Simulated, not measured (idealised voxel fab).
This section sets out a process module, namely voxel ribs on slabs.
For reference, the cross-section in this document is cut, with width 185 nm and square cells of 5 nm.
For the purposes of this document, a cross-section shall be understood as a grid of square cells, specified as bands listed in top-to-bottom order, each band consisting of one or more rows of cells.
Read a band's entry like this: the first values are the height of its top and the height of its bottom in nm, and what follows is the sequence of materials from left to right, each with its width in nm. Note that "empty" is empty space, and that a single material marked "edge to edge" reaches across the band from edge to edge.
Where do heights start? At 0: under that level the wafer as delivered is made of one material only. And the lowest band has no floor; it just carries on downward, as in "top 0, no bottom".
A width given as "30 to 40" starts at the first number in the band's top row and ends at the second number in its bottom row, shifting by an equal amount at every step from row to row.
Where a step carries "remains unaltered", the cross-section came out of it unchanged, cell for cell.
"Sealed internal cavities" - sealed voids, min. 8 cells, no opening to top; format: width x height at distance (distance from left edge; nm throughout).
Read whatever lies past the settings on a step's line as the simulator's own remark about the step.
"overlay nm" answers the question of how far to the right of plan the mask lay on a step that has a mask, and when it is negative the answer is to the left.
-- The following list gives the planned process steps
1: RECEIVE, material Si
2: DIRECTIONAL_DEP, material SiO2, thk nm 30
3: DIRECTIONAL_DEP, material polySi, thk nm 20
4: MASKED_ETCH, tone cover, mask id RIB, width nm 20, etch materials polySi, depth nm 5, overlay nm 0
5: DIRECTIONAL_DEP, material aC, thk nm 15
6: PATTERN, tone cover, mask id SLAB, material resist, width nm 50, thk nm 30, overlay nm 0
7: DIRECTIONAL_ETCH, etch materials aC, depth nm 15
8: STRIP, etch materials resist
9: DIRECTIONAL_ETCH, etch materials polySi, depth nm 15
10: STRIP, etch materials aC
11: FILL_DEP, material SiO2, thk nm 20
12: CMP, height nm 60
13: DIRECTIONAL_DEP, material W, thk nm 5
14: MASKED_ETCH, tone cover, mask id HEATER, width nm 30, etch materials W, depth nm 5, overlay nm 0
15: CONFORMAL_DEP, material SiO2, thk nm 5
-- as received, after step 1
* top 0, no bottom  Si edge to edge
* Sealed internal cavities: none
-- Result of the module, cross-sectioned: start per above, plan per above, one error in how it was run
* top 70, bottom 65  empty 70, SiO2 40, empty 75
* top 65, bottom 60  SiO2 75, W 30, SiO2 80
* top 60, bottom 50  SiO2 65, polySi 50, SiO2 70
* top 50, bottom 30  polySi edge to edge
* top 30, bottom 0  SiO2 edge to edge
* top 0, no bottom  Si edge to edge
* Sealed internal cavities: none
Heads up, the wafer didn't run the way we planned it: the plan's step 3 ran twice
